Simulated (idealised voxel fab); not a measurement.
process module | voxel self aligned contacts
cross-section cut | 215 nm wide | cells 5 nm
A cross-section is a grid of square cells, given in bands from the top down. A band is one or more rows of cells.
Each band's line starts with the height of the band's top and of its bottom, in nm. Then come its materials from left to right, each with its width in nm. One material with "throughout" fills the band from edge to edge. "air" is empty space.
Height 0 is the level under which the wafer as received is all one material. The lowest band goes on downwards, as in "0 down".
A width such as "30 to 40" changes by the same amount from each row of cells to the next, from the band's top row to its bottom row.
"no change" after a step means that no cell of the cross-section changed.
closed voids: empty space of 8 cells or more with no open way to the top, each as width x height at its distance from the left edge, in nm
after a step's settings: what the simulator itself notes on the step
overlay nm, on a step with a mask: how far to the right of its planned place the mask lay; to the left if negative
plan
1 op RECEIVE | material Si
2 op CONFORMAL_DEP | material SiO2 | thk nm 5
3 op DIRECTIONAL_DEP | material polySi | thk nm 20
4 op DIRECTIONAL_DEP | material SiN | thk nm 25
5 op MASKED_ETCH | tone cover | mask id GATE | width nm 25 | pitch nm 65 | etch materials SiN | depth nm 25 | overlay nm 0
6 op MASKED_ETCH | tone cover | mask id GATE | width nm 25 | pitch nm 65 | etch materials polySi | depth nm 20 | overlay nm 0
7 op CONFORMAL_DEP | material SiN | thk nm 10
8 op DIRECTIONAL_ETCH | etch materials SiN | depth nm 10
9 op FILL_DEP | material SiO2 | thk nm 20
10 op CMP | height nm 60
11 op DIRECTIONAL_DEP | material aC | thk nm 15
12 op PATTERN | tone open | mask id CONTACT | material resist | width nm 50 | pitch nm 65 | thk nm 35 | overlay nm 0
13 op DIRECTIONAL_ETCH | etch materials aC | depth nm 15
14 op STRIP | etch materials resist
15 op DIRECTIONAL_ETCH | etch materials SiO2 | depth nm 60
16 op STRIP | etch materials aC
17 op CONFORMAL_DEP | material TiN | thk nm 5
18 op FILL_DEP | material Ru | thk nm 5
19 op CMP | height nm 60
20 op CONFORMAL_DEP | material SiCN | thk nm 5
as received, after step 1
  0 down: Si throughout
  closed voids: none
a wafer at the end: this start, this plan, one mistake
  65 to 60: SiCN throughout
  60 to 55: Ru 45 | TiN 5 | SiO2 50 | TiN 5 | Ru 5 | TiN 5 | SiO2 50 | TiN 5 | Ru 45
  55 to 50: Ru 15 | TiN 35 | SiO2 50 | TiN 15 | SiO2 50 | TiN 35 | Ru 15
  50 to 25: Ru 15 | TiN 5 | SiN 45 | SiO2 20 | SiN 45 | SiO2 20 | SiN 45 | TiN 5 | Ru 15
  25 to 5: Ru 15 | TiN 5 | SiN 10 | polySi 25 | SiN 10 | SiO2 20 | SiN 10 | polySi 25 | SiN 10 | SiO2 20 | SiN 10 | polySi 25 | SiN 10 | TiN 5 | Ru 15
  5 to 0: TiN 20 | SiO2 175 | TiN 20
  0 down: Si throughout
  closed voids: none
what went wrong: step 12 ran as: op PATTERN | tone cover | mask id CONTACT | material resist | width nm 50 | pitch nm 65 | thk nm 35 | overlay nm 0
